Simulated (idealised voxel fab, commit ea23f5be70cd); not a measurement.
Documented hereafter: the process module known as voxel transistor to metal.
Shown is cross-section cut, with a width of 170 nm and square cells of size 5 nm.
Cross-section format: a grid of square cells, given as bands from top to bottom; each band is one or more rows of cells. For a band, the entry starts with two heights in nm, that of the top and then that of the bottom, and carries on with the band's materials in order from left to right, each alongside its width in nm; the word "all across" beside a single material means it fills the band edge to edge, and "air" means empty space. The level at which height equals 0 is the one under which the wafer, as it arrives, is entirely one material. No lower edge exists for the bottom band, which continues downward and is notated as in "0 -> down". Width: "30..40" (first number = top row, second number = bottom row, same change from row to row of cells). It should be understood that the words "no change", when stated for a given step, signify that the cross-section underwent no change in any of its cells during that step. In the "Enclosed void listing" entry, you get each enclosed empty space of 8 cells or more, one with no open way to the top, written width x height at distance, distance from the left edge, in nm. It should be noted that, on the line of a given step, the content following the step's settings is a remark produced by the simulator itself with respect to that step. Among the settings permitted on a step's line is "overlay nm"; applied to a step with a mask, it specifies the extent to which the mask lay to the right of its planned position, whereas a negative figure signifies a position to the left. If you're wondering how to read the rest of this, here's the deal. It's pairs of cross-sections: one from before a process step, one from after it. The after one is only drawn as far down as the lowest band that changed. Right under each pair you'll see which step sits between them and what its settings were. Don't read the pairs as one continuous story, though. They can come from different runs of this module on the same starting wafer, and a pair only carries on from the one above it where its entry headed "Cross-section, before" says so.

[Cross-section, before]
0 -> down  Si all across
Enclosed void listing: none

[Step Result]
0 -> -5  SiO2 all across
Below -5, the layers are the same as they were.
Enclosed void listing: none
Going from one cross-section above to the next, the wafer undergoes OXIDIZE | depth nm 5

Cross-section, before: look at the pair above, its after cross-section is where this step starts.

[Step Result]
15 -> 0  SiN all across
Below 0, the layers are the same as they were.
Enclosed void listing: none
Going from one cross-section above to the next, the wafer undergoes CONFORMAL_DEP | material SiN | thk nm 15

Cross-section, before: look at the pair above, its after cross-section is where this step starts.

[Step Result]
30 -> 15  aC all across
Below 15, the layers are the same as they were.
Enclosed void listing: none
Going from one cross-section above to the next, the wafer undergoes DIRECTIONAL_DEP | material aC | thk nm 15

Cross-section, before: look at the pair above, its after cross-section is where this step starts.

[Step Result]
60 -> 30  25 nm air  115 nm resist  30 nm air
Below 30, the layers are the same as they were.
Enclosed void listing: none
Going from one cross-section above to the next, the wafer undergoes PATTERN | tone cover | mask id ACTIVE | material resist | width nm 115 | thk nm 30 | overlay nm 0

Cross-section, before: look at the pair above, its after cross-section is where this step starts.

[Step Result]
45 -> 30  25 nm air  115 nm resist  30 nm air
30 -> 15  25 nm air  115 nm aC  30 nm air
Below 15, the layers are the same as they were.
Enclosed void listing: none
Going from one cross-section above to the next, the wafer undergoes DIRECTIONAL_ETCH | etch materials aC | depth nm 15

Cross-section, before: look at the pair above, its after cross-section is where this step starts.

[Step Result]
30 -> 15  25 nm air  115 nm aC  30 nm air
Below 15, the layers are the same as they were.
Enclosed void listing: none
Going from one cross-section above to the next, the wafer undergoes STRIP | etch materials resist

Cross-section, before: look at the pair above, its after cross-section is where this step starts.

[Step Result]
30 -> 15  25 nm air  115 nm aC  30 nm air
15 -> 0  25 nm air  115 nm SiN  30 nm air
Below 0, the layers are the same as they were.
Enclosed void listing: none
Going from one cross-section above to the next, the wafer undergoes DIRECTIONAL_ETCH | etch materials SiN | depth nm 15

Cross-section, before: look at the pair above, its after cross-section is where this step starts.

[Step Result]
30 -> 15  25 nm air  115 nm aC  30 nm air
15 -> 0  25 nm air  115 nm SiN  30 nm air
0 -> -5  25 nm air  115 nm SiO2  30 nm air
Below -5, the layers are the same as they were.
Enclosed void listing: none
Going from one cross-section above to the next, the wafer undergoes DIRECTIONAL_ETCH | etch materials SiO2 | depth nm 5

Cross-section, before: look at the pair above, its after cross-section is where this step starts.

[Step Result]
30 -> 15  25 nm air  115 nm aC  30 nm air
15 -> 0  25 nm air  115 nm SiN  30 nm air
0 -> -5  25 nm air  115 nm SiO2  30 nm air
-5 -> -35  25 nm air  115 nm Si  30 nm air
Below -35, the layers are the same as they were.
Enclosed void listing: none
Going from one cross-section above to the next, the wafer undergoes DIRECTIONAL_ETCH | etch materials Si | depth nm 30

Cross-section, before: look at the pair above, its after cross-section is where this step starts.

[Step Result]
15 -> 0  25 nm air  115 nm SiN  30 nm air
Below 0, the layers are the same as they were.
Enclosed void listing: none
Going from one cross-section above to the next, the wafer undergoes STRIP | etch materials aC

Cross-section, before: look at the pair above, its after cross-section is where this step starts.

[Step Result]
15 -> 0  25 nm air  115 nm SiN  30 nm air
0 -> -5  25 nm air  115 nm SiO2  30 nm air
-5 -> -35  25 nm air  5 nm SiO2  105 nm Si  5 nm SiO2  30 nm air
-35 -> -40  30 nm SiO2  105 nm Si  35 nm SiO2
Below -40, the layers are the same as they were.
Enclosed void listing: none
Going from one cross-section above to the next, the wafer undergoes OXIDIZE | depth nm 5

Cross-section, before: look at the pair above, its after cross-section is where this step starts.

[Step Result]
20 -> 15  SiO2 all across
15 -> 0  25 nm SiO2  115 nm SiN  30 nm SiO2
0 -> -5  SiO2 all across
-5 -> -40  30 nm SiO2  105 nm Si  35 nm SiO2
Below -40, the layers are the same as they were.
Enclosed void listing: none
Going from one cross-section above to the next, the wafer undergoes FILL_DEP | material SiO2 | thk nm 5

Cross-section, before: look at the pair above, its after cross-section is where this step starts.

[Step Result]
15 -> 0  25 nm SiO2  115 nm SiN  30 nm SiO2
Below 0, the layers are the same as they were.
Enclosed void listing: none
Going from one cross-section above to the next, the wafer undergoes CMP | height nm 15

Cross-section, before: look at the pair above, its after cross-section is where this step starts.

[Step Result]
15 -> 5  25 nm air  115 nm SiN  30 nm air
Below 5, the layers are the same as they were.
Enclosed void listing: none
Going from one cross-section above to the next, the wafer undergoes SELECTIVE_ETCH | etch materials SiO2 | depth nm 10

Cross-section, before: look at the pair above, its after cross-section is where this step starts.

[Step Result]
5 -> 0  25 nm SiO2  115 nm air  30 nm SiO2
Below 0, the layers are the same as they were.
Enclosed void listing: none
Going from one cross-section above to the next, the wafer undergoes STRIP | etch materials SiN

Cross-section, before: look at the pair above, its after cross-section is where this step starts.

[Step Result]
0 -> -5  20 nm SiO2  125 nm air  25 nm SiO2
Below -5, the layers are the same as they were.
Enclosed void listing: none
Going from one cross-section above to the next, the wafer undergoes SELECTIVE_ETCH | etch materials SiO2 | depth nm 5

Cross-section, before: look at the pair above, its after cross-section is where this step starts.

[Step Result]
0 -> -5  20 nm SiO2  125 nm air  25 nm SiO2
-5 -> -10  SiO2 all across
Below -10, the layers are the same as they were.
Enclosed void listing: none
Going from one cross-section above to the next, the wafer undergoes OXIDIZE | depth nm 5

Cross-section, before: look at the pair above, its after cross-section is where this step starts.

[Step Result]
30 -> 25  20 nm polySi  125 nm air  25 nm polySi
25 -> 0  polySi all across
0 -> -5  20 nm SiO2  125 nm polySi  25 nm SiO2
Below -5, the layers are the same as they were.
Enclosed void listing: none
Going from one cross-section above to the next, the wafer undergoes DIRECTIONAL_DEP | material polySi | thk nm 30

Cross-section, before: look at the pair above, its after cross-section is where this step starts.

[Step Result]
40 -> 35  20 nm SiCN  125 nm air  25 nm SiCN
35 -> 30  SiCN all across
30 -> 25  20 nm polySi  125 nm SiCN  25 nm polySi
Below 25, the layers are the same as they were.
Enclosed void listing: none
Going from one cross-section above to the next, the wafer undergoes DIRECTIONAL_DEP | material SiCN | thk nm 10

Cross-section, before: look at the pair above, its after cross-section is where this step starts.

[Step Result]
50 -> 45  20 nm aC  125 nm air  25 nm aC
45 -> 40  aC all across
40 -> 35  20 nm SiCN  125 nm aC  25 nm SiCN
Below 35, the layers are the same as they were.
Enclosed void listing: none
Going from one cross-section above to the next, the wafer undergoes DIRECTIONAL_DEP | material aC | thk nm 10

Cross-section, before: look at the pair above, its after cross-section is where this step starts.

[Step Result]
80 -> 50  70 nm air  25 nm resist  75 nm air
50 -> 45  20 nm aC  50 nm air  25 nm resist  50 nm air  25 nm aC
Below 45, the layers are the same as they were.
Enclosed void listing: none
Going from one cross-section above to the next, the wafer undergoes PATTERN | tone cover | mask id GATE | material resist | width nm 25 | thk nm 30 | overlay nm 0

Cross-section, before: look at the pair above, its after cross-section is where this step starts.

[Step Result]
70 -> 45  70 nm air  25 nm resist  75 nm air
45 -> 40  70 nm air  25 nm aC  75 nm air
40 -> 35  20 nm SiCN  50 nm air  25 nm aC  50 nm air  25 nm SiCN
Below 35, the layers are the same as they were.
Enclosed void listing: none
Going from one cross-section above to the next, the wafer undergoes DIRECTIONAL_ETCH | etch materials aC | depth nm 10

Cross-section, before: look at the pair above, its after cross-section is where this step starts.

[Step Result]
45 -> 40  70 nm air  25 nm aC  75 nm air
Below 40, the layers are the same as they were.
Enclosed void listing: none
Going from one cross-section above to the next, the wafer undergoes STRIP | etch materials resist

Cross-section, before: look at the pair above, its after cross-section is where this step starts.

[Step Result]
45 -> 35  70 nm air  25 nm aC  75 nm air
35 -> 30  70 nm air  25 nm SiCN  75 nm air
30 -> 25  20 nm polySi  50 nm air  25 nm SiCN  50 nm air  25 nm polySi
Below 25, the layers are the same as they were.
Enclosed void listing: none
Going from one cross-section above to the next, the wafer undergoes DIRECTIONAL_ETCH | etch materials SiCN | depth nm 20

Cross-section, before: look at the pair above, its after cross-section is where this step starts.

[Step Result]
45 -> 35  70 nm air  25 nm aC  75 nm air
35 -> 25  70 nm air  25 nm SiCN  75 nm air
25 -> 0  70 nm air  25 nm polySi  75 nm air
0 -> -5  20 nm SiO2  50 nm air  25 nm polySi  50 nm air  25 nm SiO2
Below -5, the layers are the same as they were.
Enclosed void listing: none
Going from one cross-section above to the next, the wafer undergoes DIRECTIONAL_ETCH | etch materials polySi | depth nm 40

Cross-section, before: look at the pair above, its after cross-section is where this step starts.

[Step Result]
35 -> 25  70 nm air  25 nm SiCN  75 nm air
Below 25, the layers are the same as they were.
Enclosed void listing: none
Going from one cross-section above to the next, the wafer undergoes STRIP | etch materials aC

Cross-section, before: look at the pair above, its after cross-section is where this step starts.

[Step Result]
40 -> 35  65 nm air  35 nm SiO2  70 nm air
35 -> 25  65 nm air  5 nm SiO2  25 nm SiCN  5 nm SiO2  70 nm air
25 -> 5  65 nm air  5 nm SiO2  25 nm polySi  5 nm SiO2  70 nm air
5 -> 0  25 nm SiO2  40 nm air  5 nm SiO2  25 nm polySi  5 nm SiO2  40 nm air  30 nm SiO2
0 -> -5  70 nm SiO2  25 nm polySi  75 nm SiO2
Below -5, the layers are the same as they were.
Enclosed void listing: none
Going from one cross-section above to the next, the wafer undergoes CONFORMAL_DEP | material SiO2 | thk nm 5

Cross-section, before: look at the pair above, its after cross-section is where this step starts.

[Step Result]
35 -> 25  65 nm air  5 nm SiO2  25 nm SiCN  5 nm SiO2  70 nm air
25 -> 0  65 nm air  5 nm SiO2  25 nm polySi  5 nm SiO2  70 nm air
0 -> -5  25 nm SiO2  40 nm air  5 nm SiO2  25 nm polySi  5 nm SiO2  40 nm air  30 nm SiO2
Below -5, the layers are the same as they were.
Enclosed void listing: none
Going from one cross-section above to the next, the wafer undergoes DIRECTIONAL_ETCH | etch materials SiO2 | depth nm 5

Cross-section, before: look at the pair above, its after cross-section is where this step starts.

[Step Result]
40 -> 35  60 nm air  45 nm SiN  65 nm air
35 -> 25  60 nm air  5 nm SiN  5 nm SiO2  25 nm SiCN  5 nm SiO2  5 nm SiN  65 nm air
25 -> 5  60 nm air  5 nm SiN  5 nm SiO2  25 nm polySi  5 nm SiO2  5 nm SiN  65 nm air
5 -> 0  30 nm SiN  30 nm air  5 nm SiN  5 nm SiO2  25 nm polySi  5 nm SiO2  5 nm SiN  30 nm air  35 nm SiN
0 -> -5  25 nm SiO2  40 nm SiN  5 nm SiO2  25 nm polySi  5 nm SiO2  40 nm SiN  30 nm SiO2
Below -5, the layers are the same as they were.
Enclosed void listing: none
Going from one cross-section above to the next, the wafer undergoes CONFORMAL_DEP | material SiN | thk nm 5

Cross-section, before: look at the pair above, its after cross-section is where this step starts.

[Step Result]
35 -> 25  60 nm air  5 nm SiN  5 nm SiO2  25 nm SiCN  5 nm SiO2  5 nm SiN  65 nm air
25 -> 0  60 nm air  5 nm SiN  5 nm SiO2  25 nm polySi  5 nm SiO2  5 nm SiN  65 nm air
0 -> -5  25 nm SiO2  5 nm SiN  30 nm air  5 nm SiN  5 nm SiO2  25 nm polySi  5 nm SiO2  5 nm SiN  30 nm air  5 nm SiN  30 nm SiO2
Below -5, the layers are the same as they were.
Enclosed void listing: none
Going from one cross-section above to the next, the wafer undergoes DIRECTIONAL_ETCH | etch materials SiN | depth nm 5

Cross-section, before: look at the pair above, its after cross-section is where this step starts.

[Step Result]
35 -> 30  60 nm air  5 nm SiN  5 nm air  25 nm SiCN  5 nm air  5 nm SiN  65 nm air
30 -> 25  60 nm air  5 nm SiN  5 nm SiO2  25 nm SiCN  5 nm SiO2  5 nm SiN  65 nm air
25 -> 0  60 nm air  5 nm SiN  5 nm SiO2  25 nm polySi  5 nm SiO2  5 nm SiN  65 nm air
0 -> -5  25 nm air  5 nm SiN  30 nm air  5 nm SiN  5 nm SiO2  25 nm polySi  5 nm SiO2  5 nm SiN  30 nm air  5 nm SiN  30 nm air
-5 -> -10  30 nm SiO2  30 nm air  45 nm SiO2  30 nm air  35 nm SiO2
Below -10, the layers are the same as they were.
Enclosed void listing: none
Going from one cross-section above to the next, the wafer undergoes DIRECTIONAL_ETCH | etch materials SiO2 | depth nm 5

Cross-section, before: look at the pair above, its after cross-section is where this step starts.

[Step Result]
35 -> 30  60 nm air  5 nm SiN  5 nm air  25 nm SiCN  5 nm air  5 nm SiN  65 nm air
30 -> 25  60 nm air  5 nm SiN  5 nm SiO2  25 nm SiCN  5 nm SiO2  5 nm SiN  65 nm air
25 -> 0  60 nm air  5 nm SiN  5 nm SiO2  25 nm polySi  5 nm SiO2  5 nm SiN  65 nm air
0 -> -5  25 nm air  5 nm SiN  30 nm air  5 nm SiN  5 nm SiO2  25 nm polySi  5 nm SiO2  5 nm SiN  30 nm air  5 nm SiN  30 nm air
-5 -> -10  30 nm SiO2  30 nm nSi  45 nm SiO2  30 nm nSi  35 nm SiO2
Below -10, the layers are the same as they were.
Enclosed void listing: none
Going from one cross-section above to the next, the wafer undergoes EPI | material nSi | thk nm 5

Cross-section, before: look at the pair above, its after cross-section is where this step starts.

[Step Result]
40 -> 35  SiO2 all across
35 -> 25  60 nm SiO2  5 nm SiN  5 nm SiO2  25 nm SiCN  5 nm SiO2  5 nm SiN  65 nm SiO2
25 -> 0  60 nm SiO2  5 nm SiN  5 nm SiO2  25 nm polySi  5 nm SiO2  5 nm SiN  65 nm SiO2
0 -> -5  25 nm SiO2  5 nm SiN  30 nm SiO2  5 nm SiN  5 nm SiO2  25 nm polySi  5 nm SiO2  5 nm SiN  30 nm SiO2  5 nm SiN  30 nm SiO2
Below -5, the layers are the same as they were.
Enclosed void listing: none
Going from one cross-section above to the next, the wafer undergoes FILL_DEP | material SiO2 | thk nm 5

Cross-section, before: look at the pair above, its after cross-section is where this step starts.

[Step Result]
35 -> 25  60 nm SiO2  5 nm SiN  5 nm SiO2  25 nm SiCN  5 nm SiO2  5 nm SiN  65 nm SiO2
Below 25, the layers are the same as they were.
Enclosed void listing: none
Going from one cross-section above to the next, the wafer undergoes CMP | height nm 35

Cross-section, before: look at the pair above, its after cross-section is where this step starts.

[Step Result]
45 -> 35  SiO2 all across
Below 35, the layers are the same as they were.
Enclosed void listing: none
Going from one cross-section above to the next, the wafer undergoes DIRECTIONAL_DEP | material SiO2 | thk nm 10

Cross-section, before: look at the pair above, its after cross-section is where this step starts.

[Step Result]
55 -> 45  aC all across
Below 45, the layers are the same as they were.
Enclosed void listing: none
Going from one cross-section above to the next, the wafer undergoes DIRECTIONAL_DEP | material aC | thk nm 10

Cross-section, before: look at the pair above, its after cross-section is where this step starts.

[Step Result]
85 -> 55  35 nm resist  30 nm air  35 nm resist  30 nm air  40 nm resist
Below 55, the layers are the same as they were.
Enclosed void listing: none
Going from one cross-section above to the next, the wafer undergoes PATTERN | tone open | mask id CONTACT | material resist | width nm 30 | pitch nm 65 | thk nm 30 | overlay nm 0

Cross-section, before: look at the pair above, its after cross-section is where this step starts.

[Step Result]
75 -> 55  35 nm resist  30 nm air  35 nm resist  30 nm air  40 nm resist
55 -> 45  35 nm aC  30 nm air  35 nm aC  30 nm air  40 nm aC
Below 45, the layers are the same as they were.
Enclosed void listing: none
Going from one cross-section above to the next, the wafer undergoes DIRECTIONAL_ETCH | etch materials aC | depth nm 10

Cross-section, before: look at the pair above, its after cross-section is where this step starts.

[Step Result]
55 -> 45  35 nm aC  30 nm air  35 nm aC  30 nm air  40 nm aC
Below 45, the layers are the same as they were.
Enclosed void listing: none
Going from one cross-section above to the next, the wafer undergoes STRIP | etch materials resist

Cross-section, before: look at the pair above, its after cross-section is where this step starts.

[Step Result]
55 -> 45  35 nm aC  30 nm air  35 nm aC  30 nm air  40 nm aC
45 -> 35  35 nm SiO2  30 nm air  35 nm SiO2  30 nm air  40 nm SiO2
35 -> 25  35 nm SiO2  25 nm air  5 nm SiN  5 nm SiO2  25 nm SiCN  5 nm SiO2  5 nm SiN  25 nm air  40 nm SiO2
25 -> 0  35 nm SiO2  25 nm air  5 nm SiN  5 nm SiO2  25 nm polySi  5 nm SiO2  5 nm SiN  25 nm air  40 nm SiO2
0 -> -5  25 nm SiO2  5 nm SiN  5 nm SiO2  25 nm air  5 nm SiN  5 nm SiO2  25 nm polySi  5 nm SiO2  5 nm SiN  25 nm air  5 nm SiO2  5 nm SiN  30 nm SiO2
Below -5, the layers are the same as they were.
Enclosed void listing: none
Going from one cross-section above to the next, the wafer undergoes DIRECTIONAL_ETCH | etch materials SiO2 | depth nm 50

Cross-section, before: look at the pair above, its after cross-section is where this step starts.

[Step Result]
45 -> 35  35 nm SiO2  30 nm air  35 nm SiO2  30 nm air  40 nm SiO2
Below 35, the layers are the same as they were.
Enclosed void listing: none
Going from one cross-section above to the next, the wafer undergoes STRIP | etch materials aC

Cross-section, before: look at the pair above, its after cross-section is where this step starts.

[Step Result]
50 -> 45  40 nm TiN  20 nm air  45 nm TiN  20 nm air  45 nm TiN
45 -> 35  35 nm SiO2  5 nm TiN  20..15 nm air  5..10 nm TiN  35 nm SiO2  5..10 nm TiN  20..15 nm air  5 nm TiN  40 nm SiO2
35 -> 25  35 nm SiO2  5 nm TiN  15 nm air  5 nm TiN  5 nm SiN  5 nm SiO2  25 nm SiCN  5 nm SiO2  5 nm SiN  5 nm TiN  15 nm air  5 nm TiN  40 nm SiO2
25 -> 0  35 nm SiO2  5 nm TiN  15 nm air  5 nm TiN  5 nm SiN  5 nm SiO2  25 nm polySi  5 nm SiO2  5 nm SiN  5 nm TiN  15 nm air  5 nm TiN  40 nm SiO2
0 -> -5  25 nm SiO2  5 nm SiN  5 nm SiO2  25 nm TiN  5 nm SiN  5 nm SiO2  25 nm polySi  5 nm SiO2  5 nm SiN  25 nm TiN  5 nm SiO2  5 nm SiN  30 nm SiO2
Below -5, the layers are the same as they were.
Enclosed void listing: none
Going from one cross-section above to the next, the wafer undergoes CONFORMAL_DEP | material TiN | thk nm 5

Cross-section, before: look at the pair above, its after cross-section is where this step starts.

[Step Result]
60 -> 50  Ru all across
50 -> 45  40 nm TiN  20 nm Ru  45 nm TiN  20 nm Ru  45 nm TiN
45 -> 35  35 nm SiO2  5 nm TiN  20..15 nm Ru  5..10 nm TiN  35 nm SiO2  5..10 nm TiN  20..15 nm Ru  5 nm TiN  40 nm SiO2
35 -> 25  35 nm SiO2  5 nm TiN  15 nm Ru  5 nm TiN  5 nm SiN  5 nm SiO2  25 nm SiCN  5 nm SiO2  5 nm SiN  5 nm TiN  15 nm Ru  5 nm TiN  40 nm SiO2
25 -> 0  35 nm SiO2  5 nm TiN  15 nm Ru  5 nm TiN  5 nm SiN  5 nm SiO2  25 nm polySi  5 nm SiO2  5 nm SiN  5 nm TiN  15 nm Ru  5 nm TiN  40 nm SiO2
Below 0, the layers are the same as they were.
Enclosed void listing: none
Going from one cross-section above to the next, the wafer undergoes FILL_DEP | material Ru | thk nm 10

Cross-section, before: look at the pair above, its after cross-section is where this step starts.

[Step Result]
45 -> 35  35 nm SiO2  5 nm TiN  20..15 nm Ru  5..10 nm TiN  35 nm SiO2  5..10 nm TiN  20..15 nm Ru  5 nm TiN  40 nm SiO2
Below 35, the layers are the same as they were.
Enclosed void listing: none
Going from one cross-section above to the next, the wafer undergoes CMP | height nm 45

Cross-section, before: look at the pair above, its after cross-section is where this step starts.

[Step Result]
50 -> 45  TiN all across
Below 45, the layers are the same as they were.
Enclosed void listing: none
Going from one cross-section above to the next, the wafer undergoes DIRECTIONAL_DEP | material TiN | thk nm 5

Cross-section, before: look at the pair above, its after cross-section is where this step starts.

[Step Result]
70 -> 50  Ru all across
Below 50, the layers are the same as they were.
Enclosed void listing: none
Going from one cross-section above to the next, the wafer undergoes DIRECTIONAL_DEP | material Ru | thk nm 20

Cross-section, before: look at the pair above, its after cross-section is where this step starts.

[Step Result]
70 -> 50  35 nm air  15 nm Ru  65 nm air  15 nm Ru  40 nm air
Below 50, the layers are the same as they were.
Enclosed void listing: none
Going from one cross-section above to the next, the wafer undergoes MASKED_ETCH | tone cover | mask id METAL_1 | width nm 15 | pitch nm 80 | etch materials Ru | depth nm 20 | overlay nm 0

Cross-section, before: look at the pair above, its after cross-section is where this step starts.

[Step Result]
70 -> 50  35 nm air  15 nm Ru  65 nm air  15 nm Ru  40 nm air
50 -> 45  35 nm air  15 nm TiN  65 nm air  15 nm TiN  40 nm air
Below 45, the layers are the same as they were.
Enclosed void listing: none
Going from one cross-section above to the next, the wafer undergoes MASKED_ETCH | tone cover | mask id METAL_1 | width nm 15 | pitch nm 80 | etch materials TiN | depth nm 5 | overlay nm 0

Cross-section, before: look at the pair above, its after cross-section is where this step starts.

[Step Result]
80 -> 70  SiO2 all across
70 -> 50  35 nm SiO2  15 nm Ru  65 nm SiO2  15 nm Ru  40 nm SiO2
50 -> 45  35 nm SiO2  15 nm TiN  65 nm SiO2  15 nm TiN  40 nm SiO2
Below 45, the layers are the same as they were.
Enclosed void listing: none
Going from one cross-section above to the next, the wafer undergoes FILL_DEP | material SiO2 | thk nm 10

Cross-section, before: look at the pair above, its after cross-section is where this step starts.

[Step Result]
70 -> 50  35 nm SiO2  15 nm Ru  65 nm SiO2  15 nm Ru  40 nm SiO2
Below 50, the layers are the same as they were.
Enclosed void listing: none
Going from one cross-section above to the next, the wafer undergoes CMP | height nm 70

Cross-section, before: look at the pair above, its after cross-section is where this step starts.

[Step Result]
75 -> 70  SiCN all across
Below 70, the layers are the same as they were.
Enclosed void listing: none
Going from one cross-section above to the next, the wafer undergoes CONFORMAL_DEP | material SiCN | thk nm 5

Cross-section, before: look at the pair above, its after cross-section is where this step starts.

[Step Result]
105 -> 75  SiO2 all across
Below 75, the layers are the same as they were.
Enclosed void listing: none
Going from one cross-section above to the next, the wafer undergoes DIRECTIONAL_DEP | material SiO2 | thk nm 30

Cross-section, before: look at the pair above, its after cross-section is where this step starts.

[Step Result]
105 -> 90  35 nm SiO2  15 nm air  65 nm SiO2  15 nm air  40 nm SiO2
Below 90, the layers are the same as they were.
Enclosed void listing: none
Going from one cross-section above to the next, the wafer undergoes MASKED_ETCH | tone open | mask id METAL_2 | width nm 15 | pitch nm 80 | etch materials SiO2 | depth nm 15 | overlay nm 0

Cross-section, before: look at the pair above, its after cross-section is where this step starts.

[Step Result]
115 -> 105  35 nm aC  15 nm air  65 nm aC  15 nm air  40 nm aC
105 -> 100  35 nm SiO2  15 nm air  65 nm SiO2  15 nm air  40 nm SiO2
100 -> 90  35 nm SiO2  15 nm aC  65 nm SiO2  15 nm aC  40 nm SiO2
Below 90, the layers are the same as they were.
Enclosed void listing: none
Going from one cross-section above to the next, the wafer undergoes DIRECTIONAL_DEP | material aC | thk nm 10

Cross-section, before: look at the pair above, its after cross-section is where this step starts.

[Step Result]
140 -> 115  35 nm resist  15 nm air  65 nm resist  15 nm air  40 nm resist
Below 115, the layers are the same as they were.
Enclosed void listing: none
Going from one cross-section above to the next, the wafer undergoes PATTERN | tone open | mask id METAL_2_HOLES | material resist | width nm 15 | pitch nm 80 | thk nm 25 | overlay nm 0

Cross-section, before: look at the pair above, its after cross-section is where this step starts.

[Step Result]
130 -> 115  35 nm resist  15 nm air  65 nm resist  15 nm air  40 nm resist
115 -> 105  35 nm aC  15 nm air  65 nm aC  15 nm air  40 nm aC
105 -> 90  35 nm SiO2  15 nm air  65 nm SiO2  15 nm air  40 nm SiO2
Below 90, the layers are the same as they were.
Enclosed void listing: none
Going from one cross-section above to the next, the wafer undergoes DIRECTIONAL_ETCH | etch materials aC | depth nm 10

Cross-section, before: look at the pair above, its after cross-section is where this step starts.

[Step Result]
115 -> 105  35 nm aC  15 nm air  65 nm aC  15 nm air  40 nm aC
Below 105, the layers are the same as they were.
Enclosed void listing: none
Going from one cross-section above to the next, the wafer undergoes STRIP | etch materials resist

Cross-section, before: look at the pair above, its after cross-section is where this step starts.

[Step Result]
115 -> 105  35 nm aC  15 nm air  65 nm aC  15 nm air  40 nm aC
105 -> 75  35 nm SiO2  15 nm air  65 nm SiO2  15 nm air  40 nm SiO2
Below 75, the layers are the same as they were.
Enclosed void listing: none
Going from one cross-section above to the next, the wafer undergoes DIRECTIONAL_ETCH | etch materials SiO2 | depth nm 15

Cross-section, before: look at the pair above, its after cross-section is where this step starts.

[Step Result]
115 -> 105  35 nm aC  15 nm air  65 nm aC  15 nm air  40 nm aC
105 -> 75  35 nm SiO2  15 nm air  65 nm SiO2  15 nm air  40 nm SiO2
75 -> 70  35 nm SiCN  15 nm air  65 nm SiCN  15 nm air  40 nm SiCN
Below 70, the layers are the same as they were.
Enclosed void listing: none
Going from one cross-section above to the next, the wafer undergoes DIRECTIONAL_ETCH | etch materials SiCN | depth nm 5

Cross-section, before: look at the pair above, its after cross-section is where this step starts.

[Step Result]
105 -> 75  35 nm SiO2  15 nm air  65 nm SiO2  15 nm air  40 nm SiO2
Below 75, the layers are the same as they were.
Enclosed void listing: none
Going from one cross-section above to the next, the wafer undergoes STRIP | etch materials aC

Cross-section, before: look at the pair above, its after cross-section is where this step starts.

[Step Result]
110 -> 105  40 nm TiN  5 nm air  75 nm TiN  5 nm air  45 nm TiN
105 -> 75  35 nm SiO2  5 nm TiN  5 nm air  5 nm TiN  65 nm SiO2  5 nm TiN  5 nm air  5 nm TiN  40 nm SiO2
75 -> 70  35 nm SiCN  15 nm TiN  65 nm SiCN  15 nm TiN  40 nm SiCN
Below 70, the layers are the same as they were.
Enclosed void listing: none
Going from one cross-section above to the next, the wafer undergoes CONFORMAL_DEP | material TiN | thk nm 5

Cross-section, before: look at the pair above, its after cross-section is where this step starts.

[Step Result]
120 -> 110  Cu all across
110 -> 105  40 nm TiN  5 nm Cu  75 nm TiN  5 nm Cu  45 nm TiN
105 -> 75  35 nm SiO2  5 nm TiN  5 nm Cu  5 nm TiN  65 nm SiO2  5 nm TiN  5 nm Cu  5 nm TiN  40 nm SiO2
Below 75, the layers are the same as they were.
Enclosed void listing: none
Going from one cross-section above to the next, the wafer undergoes FILL_DEP | material Cu | thk nm 10

Cross-section, before: look at the pair above, its after cross-section is where this step starts.

[Step Result]
105 -> 75  35 nm SiO2  5 nm TiN  5 nm Cu  5 nm TiN  65 nm SiO2  5 nm TiN  5 nm Cu  5 nm TiN  40 nm SiO2
Below 75, the layers are the same as they were.
Enclosed void listing: none
Going from one cross-section above to the next, the wafer undergoes CMP | height nm 105

Cross-section, before: look at the pair above, its after cross-section is where this step starts.

[Step Result]
110 -> 105  SiN all across
Below 105, the layers are the same as they were.
Enclosed void listing: none
Going from one cross-section above to the next, the wafer undergoes CONFORMAL_DEP | material SiN | thk nm 5

[Cross-section, before]
60 -> 50  Ru all across
50 -> 45  40 nm TiN  20 nm Ru  45 nm TiN  20 nm Ru  45 nm TiN
45 -> 35  35 nm SiO2  5 nm TiN  20..15 nm Ru  5..10 nm TiN  35 nm SiO2  5..10 nm TiN  20..15 nm Ru  5 nm TiN  40 nm SiO2
35 -> 25  35 nm SiO2  5 nm TiN  15 nm Ru  5 nm TiN  5 nm SiN  5 nm SiO2  25 nm SiCN  5 nm SiO2  5 nm SiN  5 nm TiN  15 nm Ru  5 nm TiN  40 nm SiO2
25 -> 0  35 nm SiO2  5 nm TiN  15 nm Ru  5 nm TiN  5 nm SiN  5 nm SiO2  25 nm polySi  5 nm SiO2  5 nm SiN  5 nm TiN  15 nm Ru  5 nm TiN  40 nm SiO2
0 -> -5  25 nm SiO2  5 nm SiN  5 nm SiO2  25 nm TiN  5 nm SiN  5 nm SiO2  25 nm polySi  5 nm SiO2  5 nm SiN  25 nm TiN  5 nm SiO2  5 nm SiN  30 nm SiO2
-5 -> -10  30 nm SiO2  30 nm nSi  45 nm SiO2  30 nm nSi  35 nm SiO2
-10 -> -40  30 nm SiO2  105 nm Si  35 nm SiO2
-40 -> down  Si all across
Enclosed void listing: none

[Step Result]
65 -> 60  TiN all across
Below 60, the layers are the same as they were.
Enclosed void listing: none
Going from one cross-section above to the next, the wafer undergoes DIRECTIONAL_DEP | material TiN | thk nm 5

Cross-section, before: look at the pair above, its after cross-section is where this step starts.

[Step Result]
85 -> 65  Ru all across
Below 65, the layers are the same as they were.
Enclosed void listing: none
Going from one cross-section above to the next, the wafer undergoes DIRECTIONAL_DEP | material Ru | thk nm 20

Cross-section, before: look at the pair above, its after cross-section is where this step starts.

[Step Result]
85 -> 65  35 nm air  15 nm Ru  65 nm air  15 nm Ru  40 nm air
Below 65, the layers are the same as they were.
Enclosed void listing: none
Going from one cross-section above to the next, the wafer undergoes MASKED_ETCH | tone cover | mask id METAL_1 | width nm 15 | pitch nm 80 | etch materials Ru | depth nm 20 | overlay nm 0

Cross-section, before: look at the pair above, its after cross-section is where this step starts.

[Step Result]
85 -> 65  35 nm air  15 nm Ru  65 nm air  15 nm Ru  40 nm air
65 -> 60  35 nm air  15 nm TiN  65 nm air  15 nm TiN  40 nm air
Below 60, the layers are the same as they were.
Enclosed void listing: none
Going from one cross-section above to the next, the wafer undergoes MASKED_ETCH | tone cover | mask id METAL_1 | width nm 15 | pitch nm 80 | etch materials TiN | depth nm 5 | overlay nm 0
